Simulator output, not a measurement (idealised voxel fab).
process module | voxel transistor to metal
cross-section cut | 300 nm wide | cells 5 nm
A cross-section is a grid of square cells, given in bands from the top down. A band is one or more rows of cells.
Each band's line starts with the height of the band's top and of its bottom, in nm. Then come its materials from left to right, each with its width in nm. One material with "throughout" fills the band from edge to edge. "air" is empty space.
Height 0 is the level under which the wafer as received is all one material. The lowest band goes on downwards, as in "0 down".
A width such as "30 to 40" changes by the same amount from each row of cells to the next, from the band's top row to its bottom row.
"no change" after a step means that no cell of the cross-section changed.
closed voids: empty space of 8 cells or more with no open way to the top, each as width x height at its distance from the left edge, in nm
after a step's settings: what the simulator itself notes on the step
overlay nm, on a step with a mask: how far to the right of its planned place the mask lay; to the left if negative
plan
1 op RECEIVE | material Si
2 op OXIDIZE | depth nm 5
3 op CONFORMAL_DEP | material SiN | thk nm 10
4 op MASKED_ETCH | tone cover | mask id ACTIVE | width nm 110 | pitch nm 140 | etch materials SiN | depth nm 10 | overlay nm 0
5 op MASKED_ETCH | tone cover | mask id ACTIVE | width nm 110 | pitch nm 140 | etch materials SiO2 | depth nm 5 | overlay nm 0
6 op MASKED_ETCH | tone cover | mask id ACTIVE | width nm 110 | pitch nm 140 | etch materials Si | depth nm 35 | overlay nm 0
7 op FILL_DEP | material SiO2 | thk nm 15
8 op CMP | height nm 10
9 op SELECTIVE_ETCH | etch materials SiO2 | depth nm 10
10 op STRIP | etch materials SiN
11 op SELECTIVE_ETCH | etch materials SiO2 | depth nm 5
12 op OXIDIZE | depth nm 5
13 op DIRECTIONAL_DEP | material polySi | thk nm 30
14 op DIRECTIONAL_DEP | material SiCN | thk nm 15
15 op PATTERN | tone cover | mask id GATE | material resist | width nm 20 | pitch nm 140 | thk nm 15 | overlay nm 0
16 op DIRECTIONAL_ETCH | etch materials SiCN | depth nm 25
17 op DIRECTIONAL_ETCH | etch materials polySi | depth nm 40
18 op STRIP | etch materials resist
19 op CONFORMAL_DEP | material SiO2 | thk nm 5
20 op DIRECTIONAL_ETCH | etch materials SiO2 | depth nm 5
21 op CONFORMAL_DEP | material SiN | thk nm 5
22 op DIRECTIONAL_ETCH | etch materials SiN | depth nm 5
23 op DIRECTIONAL_ETCH | etch materials SiO2 | depth nm 5
24 op DIRECTIONAL_ETCH | etch materials Si | depth nm 15
25 op EPI | material pSi | thk nm 15
26 op FILL_DEP | material SiO2 | thk nm 5
27 op CMP | height nm 40
28 op DIRECTIONAL_DEP | material SiO2 | thk nm 10
29 op MASKED_ETCH | tone open | mask id CONTACT | width nm 20 | pitch nm 70 | etch materials SiO2 | depth nm 60 | overlay nm 0
30 op CONFORMAL_DEP | material TiN | thk nm 5
31 op FILL_DEP | material W | thk nm 5
32 op CMP | height nm 50
33 op CONFORMAL_DEP | material SiCN | thk nm 5
34 op DIRECTIONAL_DEP | material SiO2 | thk nm 25
35 op MASKED_ETCH | tone open | mask id METAL_1 | width nm 20 | pitch nm 70 | etch materials SiO2 | depth nm 25 | overlay nm 0
36 op MASKED_ETCH | tone open | mask id METAL_1 | width nm 20 | pitch nm 70 | etch materials SiCN | depth nm 5 | overlay nm 0
37 op CONFORMAL_DEP | material TiN | thk nm 5
38 op FILL_DEP | material Cu | thk nm 10
39 op CMP | height nm 80
40 op EPI | material Ru | thk nm 5
41 op FILL_DEP | material SiCN | thk nm 5
as received, after step 1
  0 down: Si throughout
  closed voids: none
a wafer at the end: this start, this plan, one mistake
  90 to 85: SiCN throughout
  85 to 80: SiCN 30 | Ru 30 | SiCN 40 | Ru 30 | SiCN 40 | Ru 30 | SiCN 40 | Ru 30 | SiCN 30
  80 to 55: SiO2 35 | TiN 5 | Cu 10 | TiN 5 | SiO2 50 | TiN 5 | Cu 10 | TiN 5 | SiO2 50 | TiN 5 | Cu 10 | TiN 5 | SiO2 50 | TiN 5 | Cu 10 | TiN 5 | SiO2 35
  55 to 50: SiCN 35 | TiN 20 | SiCN 50 | TiN 20 | SiCN 50 | TiN 20 | SiCN 50 | TiN 20 | SiCN 35
  50 to 40: SiO2 35 | TiN 5 | W 10 | TiN 5 | SiO2 50 | TiN 5 | W 10 | TiN 5 | SiO2 50 | TiN 5 | W 10 | TiN 5 | SiO2 50 | TiN 5 | W 10 | TiN 5 | SiO2 35
  40 to 25: SiO2 35 | TiN 5 | W 10 | TiN 5 | SiO2 5 | SiN 5 | SiO2 5 | SiCN 25 | SiO2 5 | SiN 5 | TiN 5 | W 10 | TiN 5 | SiO2 50 | TiN 5 | W 10 | TiN 5 | SiO2 5 | SiN 5 | SiO2 5 | SiCN 25 | SiO2 5 | SiN 5 | TiN 5 | W 10 | TiN 5 | SiO2 35
  25 to 10: SiO2 35 | TiN 5 | W 10 | TiN 5 | SiO2 5 | SiN 5 | SiO2 5 | polySi 25 | SiO2 5 | SiN 5 | TiN 5 | W 10 | TiN 5 | SiO2 50 | TiN 5 | W 10 | TiN 5 | SiO2 5 | SiN 5 | SiO2 5 | polySi 25 | SiO2 5 | SiN 5 | TiN 5 | W 10 | TiN 5 | SiO2 35
  10 to 5: SiO2 35 | TiN 20 | SiO2 5 | SiN 5 | SiO2 5 | polySi 25 | SiO2 5 | SiN 5 | TiN 20 | SiO2 50 | TiN 20 | SiO2 5 | SiN 5 | SiO2 5 | polySi 25 | SiO2 5 | SiN 5 | TiN 20 | SiO2 35
  5 to -5: SiO2 35 | TiN 10 | pSi 15 | SiN 5 | SiO2 5 | polySi 25 | SiO2 5 | SiN 5 | pSi 15 | TiN 5 | SiO2 50 | TiN 10 | pSi 15 | SiN 5 | SiO2 5 | polySi 25 | SiO2 5 | SiN 5 | pSi 15 | TiN 5 | SiO2 35
  -5 to -10: SiO2 35 | TiN 10 | pSi 15 | SiO2 45 | pSi 15 | TiN 5 | SiO2 50 | TiN 10 | pSi 15 | SiO2 45 | pSi 15 | TiN 5 | SiO2 35
  -10 to -25: SiO2 25 | pSi 35 | Si 45 | pSi 30 | SiO2 30 | pSi 35 | Si 45 | pSi 30 | SiO2 25
  -25 to -40: SiO2 25 | Si 110 | SiO2 30 | Si 110 | SiO2 25
  -40 down: Si throughout
  closed voids: none
what went wrong: step 15 ran as: op PATTERN | tone cover | mask id GATE | material resist | width nm 25 | pitch nm 140 | thk nm 15 | overlay nm 0
